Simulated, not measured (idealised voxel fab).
Herein follows the process module entitled voxel capacitor over wiring.
Cross-section cut: width 285 nm, square cells of 5 nm.
Cross-section format: a grid of square cells, given as bands from top to bottom; each band is one or more rows of cells. The entry gives the band's vertical extent as a top height and a bottom height in nm, then its horizontal make-up as materials from left to right, each with a width in nm. "air" stands for empty space; a single material marked "throughout" fills the band edge to edge. We count height from 0. Below that, the starting wafer is all one material. The lowest band never ends at the bottom but goes on down; see "0 -> down" for how that is written. Top row gets the first number, bottom row gets the second, and each row in between changes by the same step: that is how a band width like "30..40" works. Where the words "nothing different" appear for a step, the cross-section shows no cell changed by that step; every cell remained as before. Heads up: "Entrapped void list" only lists the empty pockets with no open path to the top that are 8 cells or more, and it writes them as width x height at distance, distance from the left edge, in nm. On each step's line, the part that comes after the settings is the simulator's own comment on the step. The line of a step may include "overlay nm". On a step with a mask, this value is how far to the right of its planned place the mask lay. A negative value means the mask lay to the left.
[The following list gives the planned process steps]
1 RECEIVE (material Si)
2 CONFORMAL_DEP (material SiO2; thk nm 15)
3 CONFORMAL_DEP (material SiCN; thk nm 5)
4 DIRECTIONAL_DEP (material SiO2; thk nm 20)
5 DIRECTIONAL_DEP (material aC; thk nm 10)
6 PATTERN (tone open; mask id METAL_1; material resist; width nm 20; pitch nm 75; thk nm 30; overlay nm 0)
7 DIRECTIONAL_ETCH (etch materials aC; depth nm 10)
8 STRIP (etch materials resist)
9 DIRECTIONAL_ETCH (etch materials SiO2; depth nm 20)
10 DIRECTIONAL_ETCH (etch materials SiCN; depth nm 5)
11 STRIP (etch materials aC)
12 CONFORMAL_DEP (material TiN; thk nm 5)
13 FILL_DEP (material Cu; thk nm 10)
14 CMP (height nm 40)
15 EPI (material Ru; thk nm 5)
16 FILL_DEP (material SiCN; thk nm 5)
17 DIRECTIONAL_DEP (material lowk; thk nm 10)
18 PATTERN (tone open; mask id PLUG_1; material resist; width nm 15; thk nm 15; overlay nm 0)
19 DIRECTIONAL_ETCH (etch materials lowk; depth nm 10)
20 DIRECTIONAL_ETCH (etch materials SiCN; depth nm 5)
21 STRIP (etch materials resist)
22 CONFORMAL_DEP (material TiN; thk nm 5)
23 FILL_DEP (material W; thk nm 5)
24 CMP (height nm 60)
25 DIRECTIONAL_DEP (material TiN; thk nm 5)
26 DIRECTIONAL_DEP (material HfO2; thk nm 5)
27 DIRECTIONAL_DEP (material TiN; thk nm 5)
28 PATTERN (tone cover; mask id UPPER_PLATE; material resist; width nm 60; thk nm 15; overlay nm 0)
29 DIRECTIONAL_ETCH (etch materials TiN; depth nm 5)
30 DIRECTIONAL_ETCH (etch materials HfO2; depth nm 5)
31 STRIP (etch materials resist)
32 MASKED_ETCH (tone cover; mask id LOWER_PLATE; width nm 70; etch materials TiN; depth nm 5; overlay nm 0)
33 FILL_DEP (material SiO2; thk nm 20)
34 CMP (height nm 90)
35 DIRECTIONAL_DEP (material aC; thk nm 10)
36 PATTERN (tone open; mask id PLUG_2; material resist; width nm 15; thk nm 30; overlay nm 0)
37 DIRECTIONAL_ETCH (etch materials aC; depth nm 10)
38 STRIP (etch materials resist)
39 DIRECTIONAL_ETCH (etch materials SiO2; depth nm 15)
40 STRIP (etch materials aC)
41 CONFORMAL_DEP (material TiN; thk nm 5)
42 FILL_DEP (material W; thk nm 5)
43 CMP (height nm 90)
44 CONFORMAL_DEP (material SiN; thk nm 5)
[Wafer cross-section on receipt, i.e. after step 1]
- 0 -> down: Si throughout
- Entrapped void list: none
[Final wafer profile in cross-section after the module, from the same start and plan as above, with one mistake made during processing]
- 95 -> 90: SiN throughout
- 90 -> 80: SiO2 110; TiN 5; W 5; TiN 5; SiO2 160
- 80 -> 70: SiO2 110..100; TiN 15..60; SiO2 160..125
- 70 -> 65: SiO2 100; HfO2 60; SiO2 125
- 65 -> 60: SiO2 95; TiN 70; SiO2 120
- 60 -> 50: lowk 100; TiN 5; W 5; TiN 5; lowk 170
- 50 -> 45: SiCN 100; TiN 15; SiCN 170
- 45 -> 40: SiCN 90; Ru 30; SiCN 45; Ru 30; SiCN 90
- 40 -> 35: SiO2 95; TiN 5; Cu 10; TiN 5; SiO2 55; TiN 5; Cu 10; TiN 5; SiO2 95
- 35 -> 30: SiCN 95; TiN 20; SiCN 55; TiN 20; SiCN 95
- 30 -> 0: SiO2 throughout
- 0 -> down: Si throughout
- Entrapped void list: none
The mistake made against the process plan was this: the plan had its step 2 run twice
